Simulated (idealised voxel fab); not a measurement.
process module | voxel transistor to metal
cross-section cut | 190 nm wide | cells 5 nm
A cross-section is a grid of square cells, given in bands from the top down. A band is one or more rows of cells.
Each band's line starts with the height of the band's top and of its bottom, in nm. Then come its materials from left to right, each with its width in nm. One material with "throughout" fills the band from edge to edge. "air" is empty space.
Height 0 is the level under which the wafer as received is all one material. The lowest band goes on downwards, as in "0 down".
A width such as "30 to 40" changes by the same amount from each row of cells to the next, from the band's top row to its bottom row.
"no change" after a step means that no cell of the cross-section changed.
closed voids: empty space of 8 cells or more with no open way to the top, each as width x height at its distance from the left edge, in nm
after a step's settings: what the simulator itself notes on the step
overlay nm, on a step with a mask: how far to the right of its planned place the mask lay; to the left if negative
plan
1 op RECEIVE | material Si
2 op CONFORMAL_DEP | material SiO2 | thk nm 5
3 op CONFORMAL_DEP | material SiN | thk nm 15
4 op PATTERN | tone cover | mask id ACTIVE | material resist | width nm 115 | thk nm 20 | overlay nm 0
5 op DIRECTIONAL_ETCH | etch materials SiN | depth nm 15
6 op DIRECTIONAL_ETCH | etch materials SiO2 | depth nm 5
7 op DIRECTIONAL_ETCH | etch materials Si | depth nm 35
8 op STRIP | etch materials resist
9 op FILL_DEP | material SiO2 | thk nm 10
10 op CMP | height nm 20
11 op SELECTIVE_ETCH | etch materials SiO2 | depth nm 15
12 op STRIP | etch materials SiN
13 op SELECTIVE_ETCH | etch materials SiO2 | depth nm 5
14 op OXIDIZE | depth nm 5
15 op DIRECTIONAL_DEP | material polySi | thk nm 25
16 op DIRECTIONAL_DEP | material SiCN | thk nm 15
17 op DIRECTIONAL_DEP | material aC | thk nm 15
18 op PATTERN | tone cover | mask id GATE | material resist | width nm 25 | thk nm 30 | overlay nm 0
19 op DIRECTIONAL_ETCH | etch materials aC | depth nm 15
20 op STRIP | etch materials resist
21 op DIRECTIONAL_ETCH | etch materials SiCN | depth nm 25
22 op DIRECTIONAL_ETCH | etch materials polySi | depth nm 35
23 op STRIP | etch materials aC
24 op CONFORMAL_DEP | material SiO2 | thk nm 5
25 op DIRECTIONAL_ETCH | etch materials SiO2 | depth nm 5
26 op CONFORMAL_DEP | material SiN | thk nm 10
27 op DIRECTIONAL_ETCH | etch materials SiN | depth nm 10
28 op DIRECTIONAL_ETCH | etch materials SiO2 | depth nm 5
29 op EPI | material nSi | thk nm 5
30 op FILL_DEP | material SiO2 | thk nm 10
31 op CMP | height nm 40
32 op DIRECTIONAL_DEP | material SiO2 | thk nm 10
33 op DIRECTIONAL_DEP | material aC | thk nm 10
34 op PATTERN | tone open | mask id CONTACT | material resist | width nm 20 | pitch nm 75 | thk nm 25 | overlay nm 0
35 op DIRECTIONAL_ETCH | etch materials aC | depth nm 10
36 op STRIP | etch materials resist
37 op DIRECTIONAL_ETCH | etch materials SiO2 | depth nm 50
38 op STRIP | etch materials aC
39 op CONFORMAL_DEP | material TiN | thk nm 5
40 op FILL_DEP | material Ru | thk nm 5
41 op CMP | height nm 50
42 op DIRECTIONAL_DEP | material TiN | thk nm 5
43 op DIRECTIONAL_DEP | material W | thk nm 20
44 op MASKED_ETCH | tone cover | mask id METAL_1 | width nm 20 | pitch nm 75 | etch materials W | depth nm 20 | overlay nm 0
45 op MASKED_ETCH | tone cover | mask id METAL_1 | width nm 20 | pitch nm 75 | etch materials TiN | depth nm 5 | overlay nm 0
46 op FILL_DEP | material SiO2 | thk nm 5
47 op CMP | height nm 75
48 op CONFORMAL_DEP | material SiCN | thk nm 5
49 op DIRECTIONAL_DEP | material lowk | thk nm 35
50 op MASKED_ETCH | tone open | mask id METAL_2 | width nm 20 | pitch nm 75 | etch materials lowk | depth nm 20 | overlay nm 0
51 op PATTERN | tone open | mask id METAL_2_HOLES | material resist | width nm 15 | pitch nm 75 | thk nm 15 | overlay nm 0
52 op DIRECTIONAL_ETCH | etch materials lowk | depth nm 15
53 op DIRECTIONAL_ETCH | etch materials SiCN | depth nm 5
54 op STRIP | etch materials resist
55 op CONFORMAL_DEP | material TiN | thk nm 5
56 op FILL_DEP | material Ru | thk nm 10
57 op CMP | height nm 115
58 op CONFORMAL_DEP | material SiCN | thk nm 5
first wafer, as planned
as received, after step 1
  0 down: Si throughout
  closed voids: none
after step 2
  5 to 0: SiO2 throughout
  below 0: unchanged
after step 3
  20 to 5: SiN throughout
  below 5: unchanged
after step 4
  40 to 20: air 35 | resist 115 | air 40
  below 20: unchanged
after step 5
  40 to 20: air 35 | resist 115 | air 40
  20 to 5: air 35 | SiN 115 | air 40
  below 5: unchanged
after step 6
  40 to 20: air 35 | resist 115 | air 40
  20 to 5: air 35 | SiN 115 | air 40
  5 to 0: air 35 | SiO2 115 | air 40
  below 0: unchanged
after step 7
  40 to 20: air 35 | resist 115 | air 40
  20 to 5: air 35 | SiN 115 | air 40
  5 to 0: air 35 | SiO2 115 | air 40
  0 to -35: air 35 | Si 115 | air 40
  below -35: unchanged
after step 8
  20 to 5: air 35 | SiN 115 | air 40
  below 5: unchanged
after step 9
  30 to 20: SiO2 throughout
  20 to 5: SiO2 35 | SiN 115 | SiO2 40
  5 to 0: SiO2 throughout
  0 to -35: SiO2 35 | Si 115 | SiO2 40
  below -35: unchanged
after step 10
  20 to 5: SiO2 35 | SiN 115 | SiO2 40
  below 5: unchanged
after step 11
  20 to 5: air 35 | SiN 115 | air 40
  below 5: unchanged
after step 12
  5 to 0: SiO2 throughout
  below 0: unchanged
after step 13
  0 to -35: SiO2 35 | Si 115 | SiO2 40
  below -35: unchanged
after step 14
  0 to -5: SiO2 throughout
  below -5: unchanged
after step 15
  25 to 0: polySi throughout
  below 0: unchanged
after step 16
  40 to 25: SiCN throughout
  below 25: unchanged
after step 17
  55 to 40: aC throughout
  below 40: unchanged
after step 18
  85 to 55: air 80 | resist 25 | air 85
  below 55: unchanged
after step 19
  70 to 55: air 80 | resist 25 | air 85
  55 to 40: air 80 | aC 25 | air 85
  below 40: unchanged
after step 20
  55 to 40: air 80 | aC 25 | air 85
  below 40: unchanged
after step 21
  55 to 40: air 80 | aC 25 | air 85
  40 to 25: air 80 | SiCN 25 | air 85
  below 25: unchanged
after step 22
  55 to 40: air 80 | aC 25 | air 85
  40 to 25: air 80 | SiCN 25 | air 85
  25 to 0: air 80 | polySi 25 | air 85
  below 0: unchanged
after step 23
  40 to 25: air 80 | SiCN 25 | air 85
  below 25: unchanged
after step 24
  45 to 40: air 75 | SiO2 35 | air 80
  40 to 25: air 75 | SiO2 5 | SiCN 25 | SiO2 5 | air 80
  25 to 5: air 75 | SiO2 5 | polySi 25 | SiO2 5 | air 80
  5 to 0: SiO2 80 | polySi 25 | SiO2 85
  below 0: unchanged
after step 25
  40 to 25: air 75 | SiO2 5 | SiCN 25 | SiO2 5 | air 80
  25 to 0: air 75 | SiO2 5 | polySi 25 | SiO2 5 | air 80
  below 0: unchanged
after step 26
  50 to 40: air 65 | SiN 55 | air 70
  40 to 25: air 65 | SiN 10 | SiO2 5 | SiCN 25 | SiO2 5 | SiN 10 | air 70
  25 to 10: air 65 | SiN 10 | SiO2 5 | polySi 25 | SiO2 5 | SiN 10 | air 70
  10 to 0: SiN 75 | SiO2 5 | polySi 25 | SiO2 5 | SiN 80
  below 0: unchanged
after step 27
  40 to 25: air 65 | SiN 10 | SiO2 5 | SiCN 25 | SiO2 5 | SiN 10 | air 70
  25 to 0: air 65 | SiN 10 | SiO2 5 | polySi 25 | SiO2 5 | SiN 10 | air 70
  below 0: unchanged
after step 28
  40 to 35: air 65 | SiN 10 | air 5 | SiCN 25 | air 5 | SiN 10 | air 70
  35 to 25: air 65 | SiN 10 | SiO2 5 | SiCN 25 | SiO2 5 | SiN 10 | air 70
  25 to 0: air 65 | SiN 10 | SiO2 5 | polySi 25 | SiO2 5 | SiN 10 | air 70
  0 to -5: air 65 | SiO2 55 | air 70
  below -5: unchanged
after step 29
  40 to 35: air 65 | SiN 10 | air 5 | SiCN 25 | air 5 | SiN 10 | air 70
  35 to 25: air 65 | SiN 10 | SiO2 5 | SiCN 25 | SiO2 5 | SiN 10 | air 70
  25 to 0: air 65 | SiN 10 | SiO2 5 | polySi 25 | SiO2 5 | SiN 10 | air 70
  0 to -5: air 30 | nSi 35 | SiO2 55 | nSi 35 | air 35
  below -5: unchanged
after step 30
  50 to 40: SiO2 throughout
  40 to 25: SiO2 65 | SiN 10 | SiO2 5 | SiCN 25 | SiO2 5 | SiN 10 | SiO2 70
  25 to 0: SiO2 65 | SiN 10 | SiO2 5 | polySi 25 | SiO2 5 | SiN 10 | SiO2 70
  0 to -5: SiO2 30 | nSi 35 | SiO2 55 | nSi 35 | SiO2 35
  below -5: unchanged
after step 31
  40 to 25: SiO2 65 | SiN 10 | SiO2 5 | SiCN 25 | SiO2 5 | SiN 10 | SiO2 70
  below 25: unchanged
after step 32
  50 to 40: SiO2 throughout
  below 40: unchanged
after step 33
  60 to 50: aC throughout
  below 50: unchanged
after step 34
  85 to 60: resist 45 | air 20 | resist 55 | air 20 | resist 50
  below 60: unchanged
after step 35
  75 to 60: resist 45 | air 20 | resist 55 | air 20 | resist 50
  60 to 50: aC 45 | air 20 | aC 55 | air 20 | aC 50
  below 50: unchanged
after step 36
  60 to 50: aC 45 | air 20 | aC 55 | air 20 | aC 50
  below 50: unchanged
after step 37
  60 to 50: aC 45 | air 20 | aC 55 | air 20 | aC 50
  50 to 40: SiO2 45 | air 20 | SiO2 55 | air 20 | SiO2 50
  40 to 25: SiO2 45 | air 20 | SiN 10 | SiO2 5 | SiCN 25 | SiO2 5 | SiN 10 | air 20 | SiO2 50
  25 to 0: SiO2 45 | air 20 | SiN 10 | SiO2 5 | polySi 25 | SiO2 5 | SiN 10 | air 20 | SiO2 50
  below 0: unchanged
after step 38
  50 to 40: SiO2 45 | air 20 | SiO2 55 | air 20 | SiO2 50
  below 40: unchanged
after step 39
  55 to 50: TiN 50 | air 10 | TiN 65 | air 10 | TiN 55
  50 to 40: SiO2 45 | TiN 5 | air 10 | TiN 5 | SiO2 55 | TiN 5 | air 10 | TiN 5 | SiO2 50
  40 to 25: SiO2 45 | TiN 5 | air 10 | TiN 5 | SiN 10 | SiO2 5 | SiCN 25 | SiO2 5 | SiN 10 | TiN 5 | air 10 | TiN 5 | SiO2 50
  25 to 5: SiO2 45 | TiN 5 | air 10 | TiN 5 | SiN 10 | SiO2 5 | polySi 25 | SiO2 5 | SiN 10 | TiN 5 | air 10 | TiN 5 | SiO2 50
  5 to 0: SiO2 45 | TiN 20 | SiN 10 | SiO2 5 | polySi 25 | SiO2 5 | SiN 10 | TiN 20 | SiO2 50
  below 0: unchanged
after step 40
  60 to 55: Ru throughout
  55 to 50: TiN 50 | Ru 10 | TiN 65 | Ru 10 | TiN 55
  50 to 40: SiO2 45 | TiN 5 | Ru 10 | TiN 5 | SiO2 55 | TiN 5 | Ru 10 | TiN 5 | SiO2 50
  40 to 25: SiO2 45 | TiN 5 | Ru 10 | TiN 5 | SiN 10 | SiO2 5 | SiCN 25 | SiO2 5 | SiN 10 | TiN 5 | Ru 10 | TiN 5 | SiO2 50
  25 to 5: SiO2 45 | TiN 5 | Ru 10 | TiN 5 | SiN 10 | SiO2 5 | polySi 25 | SiO2 5 | SiN 10 | TiN 5 | Ru 10 | TiN 5 | SiO2 50
  below 5: unchanged
after step 41
  50 to 40: SiO2 45 | TiN 5 | Ru 10 | TiN 5 | SiO2 55 | TiN 5 | Ru 10 | TiN 5 | SiO2 50
  below 40: unchanged
after step 42
  55 to 50: TiN throughout
  below 50: unchanged
after step 43
  75 to 55: W throughout
  below 55: unchanged
after step 44
  75 to 55: air 45 | W 20 | air 55 | W 20 | air 50
  below 55: unchanged
after step 45
  75 to 55: air 45 | W 20 | air 55 | W 20 | air 50
  55 to 50: air 45 | TiN 20 | air 55 | TiN 20 | air 50
  below 50: unchanged
after step 46
  80 to 75: SiO2 throughout
  75 to 55: SiO2 45 | W 20 | SiO2 55 | W 20 | SiO2 50
  55 to 50: SiO2 45 | TiN 20 | SiO2 55 | TiN 20 | SiO2 50
  below 50: unchanged
after step 47
  75 to 55: SiO2 45 | W 20 | SiO2 55 | W 20 | SiO2 50
  below 55: unchanged
after step 48
  80 to 75: SiCN throughout
  below 75: unchanged
after step 49
  115 to 80: lowk throughout
  below 80: unchanged
after step 50
  115 to 95: lowk 45 | air 20 | lowk 55 | air 20 | lowk 50
  below 95: unchanged
after step 51
  130 to 115: resist 45 | air 15 | resist 60 | air 15 | resist 55
  115 to 95: lowk 45 | air 15 | resist 5 | lowk 55 | air 15 | resist 5 | lowk 50
  below 95: unchanged
after step 52
  130 to 115: resist 45 | air 15 | resist 60 | air 15 | resist 55
  115 to 95: lowk 45 | air 15 | resist 5 | lowk 55 | air 15 | resist 5 | lowk 50
  95 to 80: lowk 45 | air 15 | lowk 60 | air 15 | lowk 55
  below 80: unchanged
after step 53
  130 to 115: resist 45 | air 15 | resist 60 | air 15 | resist 55
  115 to 95: lowk 45 | air 15 | resist 5 | lowk 55 | air 15 | resist 5 | lowk 50
  95 to 80: lowk 45 | air 15 | lowk 60 | air 15 | lowk 55
  80 to 75: SiCN 45 | air 15 | SiCN 60 | air 15 | SiCN 55
  below 75: unchanged
after step 54
  115 to 95: lowk 45 | air 20 | lowk 55 | air 20 | lowk 50
  below 95: unchanged
after step 55
  120 to 115: TiN 50 | air 10 | TiN 65 | air 10 | TiN 55
  115 to 100: lowk 45 | TiN 5 | air 10 | TiN 5 | lowk 55 | TiN 5 | air 10 | TiN 5 | lowk 50
  100 to 95: lowk 45 | TiN 5 | air 5 | TiN 10 | lowk 55 | TiN 5 | air 5 | TiN 10 | lowk 50
  95 to 80: lowk 45 | TiN 5 | air 5 | TiN 5 | lowk 60 | TiN 5 | air 5 | TiN 5 | lowk 55
  80 to 75: SiCN 45 | TiN 15 | SiCN 60 | TiN 15 | SiCN 55
  below 75: unchanged
after step 56
  130 to 120: Ru throughout
  120 to 115: TiN 50 | Ru 10 | TiN 65 | Ru 10 | TiN 55
  115 to 100: lowk 45 | TiN 5 | Ru 10 | TiN 5 | lowk 55 | TiN 5 | Ru 10 | TiN 5 | lowk 50
  100 to 95: lowk 45 | TiN 5 | Ru 5 | TiN 10 | lowk 55 | TiN 5 | Ru 5 | TiN 10 | lowk 50
  95 to 80: lowk 45 | TiN 5 | Ru 5 | TiN 5 | lowk 60 | TiN 5 | Ru 5 | TiN 5 | lowk 55
  below 80: unchanged
after step 57
  115 to 100: lowk 45 | TiN 5 | Ru 10 | TiN 5 | lowk 55 | TiN 5 | Ru 10 | TiN 5 | lowk 50
  below 100: unchanged
after step 58
  120 to 115: SiCN throughout
  below 115: unchanged
second wafer: like start, like plan, one mistake. Through step 55 it matches the first wafer
when step 56 should have ended
  130 to 120: W throughout
  120 to 115: TiN 50 | W 10 | TiN 65 | W 10 | TiN 55
  115 to 100: lowk 45 | TiN 5 | W 10 | TiN 5 | lowk 55 | TiN 5 | W 10 | TiN 5 | lowk 50
  100 to 95: lowk 45 | TiN 5 | W 5 | TiN 10 | lowk 55 | TiN 5 | W 5 | TiN 10 | lowk 50
  95 to 80: lowk 45 | TiN 5 | W 5 | TiN 5 | lowk 60 | TiN 5 | W 5 | TiN 5 | lowk 55
  below 80: unchanged
when step 57 should have ended
  115 to 100: lowk 45 | TiN 5 | W 10 | TiN 5 | lowk 55 | TiN 5 | W 10 | TiN 5 | lowk 50
  below 100: unchanged
when step 58 should have ended
  120 to 115: SiCN throughout
  below 115: unchanged
what went wrong: step 56 ran as: op FILL_DEP | material W | thk nm 10
at the end the second wafer has, in cells: 20 fewer of Ru | 20 more of W
